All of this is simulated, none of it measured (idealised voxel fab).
The name of this process module is voxel air gaps.
The figure presents cross-section cut, which has a width of 280 nm and is divided into square cells with an edge length of 5 nm.
Notation: cross-section as square-cell grid; stated in bands, top first, going down; one or more cell rows per band. Band: top and bottom heights (nm) first, top before bottom; then materials from left to right, widths in nm. "full width" marks a sole material filling the band edge to edge. "air" denotes empty space. Heights are measured from 0, the level below which the as-received wafer is all one material; the lowest band has no bottom and continues downward, written as in "0 down". The width entry "30..40" should be interpreted row by row: the top row of cells in the band takes the first number, the bottom row takes the second number, and the change between adjacent rows is uniform throughout. Where a step carries "left unchanged", the cross-section came out of it unchanged, cell for cell. Heads up: "Tabulated closed voids" only lists the empty pockets with no open path to the top that are 8 cells or more, and it writes them as width x height at distance, distance from the left edge, in nm. Read whatever lies past the settings on a step's line as the simulator's own remark about the step. overlay nm: mask right of planned place by this much (step with mask). Neg. = left.
Here's what the planned process steps look like
1: RECEIVE | material Si
2: CONFORMAL_DEP | material SiO2 | thk nm 15
3: CONFORMAL_DEP | material SiCN | thk nm 5
4: DIRECTIONAL_DEP | material SiO2 | thk nm 30
5: DIRECTIONAL_DEP | material aC | thk nm 10
6: PATTERN | tone open | mask id LINES | material resist | width nm 15 | pitch nm 40 | thk nm 30 | overlay nm 0
7: DIRECTIONAL_ETCH | etch materials aC | depth nm 10
8: STRIP | etch materials resist
9: DIRECTIONAL_ETCH | etch materials SiO2 | depth nm 30
10: STRIP | etch materials aC
11: CONFORMAL_DEP | material TiN | thk nm 5
12: FILL_DEP | material Cu | thk nm 5
13: CMP | height nm 50
14: EPI | material Ru | thk nm 10
15: SELECTIVE_ETCH | etch materials SiO2 | depth nm 40
16: CONFORMAL_DEP | material SiCN | thk nm 5
So this is the incoming wafer in cross-section - it's already been through step 1
- 0 down  Si full width
- Tabulated closed voids: none
Post-module cross-section of the first of two wafers (run per plan)
- 65 to 60  air 55 nm | SiCN 165 nm | air 60 nm
- 60 to 50  air 55 nm | SiCN 5 nm | Ru 35 nm | SiCN 5 nm | Ru 35 nm | SiCN 5 nm | Ru 35 nm | SiCN 5 nm | Ru 35 nm | SiCN 5 nm | air 60 nm
- 50 to 45  air 55 nm | SiCN 15 nm | TiN 5 nm | Cu 5 nm | TiN 5 nm | SiCN 25 nm | TiN 5 nm | Cu 5 nm | TiN 5 nm | SiCN 25 nm | TiN 5 nm | Cu 5 nm | TiN 5 nm | SiCN 25 nm | TiN 5 nm | Cu 5 nm | TiN 5 nm | SiCN 15 nm | air 60 nm
- 45 to 25  air 65 nm | SiCN 5 nm | TiN 5 nm | Cu 5 nm | TiN 5 nm | SiCN 5 nm | air 15 nm | SiCN 5 nm | TiN 5 nm | Cu 5 nm | TiN 5 nm | SiCN 5 nm | air 15 nm | SiCN 5 nm | TiN 5 nm | Cu 5 nm | TiN 5 nm | SiCN 5 nm | air 15 nm | SiCN 5 nm | TiN 5 nm | Cu 5 nm | TiN 5 nm | SiCN 5 nm | air 70 nm
- 25 to 20  SiCN 70 nm | TiN 15 nm | SiCN 25 nm | TiN 15 nm | SiCN 25 nm | TiN 15 nm | SiCN 25 nm | TiN 15 nm | SiCN 75 nm
- 20 to 15  SiCN full width
- 15 to 0  SiO2 full width
- 0 down  Si full width
- Tabulated closed voids: 15 x 20 at 90; 15 x 20 at 130; 15 x 20 at 170
The second wafer, shown in cross-section after the module: started the same way as the first and given the same plan, yet one mistake crept into how it was run
- 75 to 70  air 45 nm | SiCN 185 nm | air 50 nm
- 70 to 50  air 45 nm | SiCN 5 nm | Ru 175 nm | SiCN 5 nm | air 50 nm
- 50 to 45  air 45 nm | SiCN 25 nm | TiN 5 nm | Cu 5 nm | TiN 5 nm | SiO2 25 nm | TiN 5 nm | Cu 5 nm | TiN 5 nm | SiO2 25 nm | TiN 5 nm | Cu 5 nm | TiN 5 nm | SiO2 25 nm | TiN 5 nm | Cu 5 nm | TiN 5 nm | SiCN 25 nm | air 50 nm
- 45 to 25  air 65 nm | SiCN 5 nm | TiN 5 nm | Cu 5 nm | TiN 5 nm | SiO2 25 nm | TiN 5 nm | Cu 5 nm | TiN 5 nm | SiO2 25 nm | TiN 5 nm | Cu 5 nm | TiN 5 nm | SiO2 25 nm | TiN 5 nm | Cu 5 nm | TiN 5 nm | SiCN 5 nm | air 70 nm
- 25 to 20  SiCN 70 nm | TiN 15 nm | SiO2 25 nm | TiN 15 nm | SiO2 25 nm | TiN 15 nm | SiO2 25 nm | TiN 15 nm | SiCN 75 nm
- 20 to 15  SiCN full width
- 15 to 0  SiO2 full width
- 0 down  Si full width
- Tabulated closed voids: none
What was the processing mistake? step 14 of the plan was twice carried out
Final difference in cells, second wafer against first, listed per material as more or fewer: +84 Ru; -48 SiCN; +90 SiO2
At process end, closed voids number 3 in the first wafer and 0 in the second wafer.
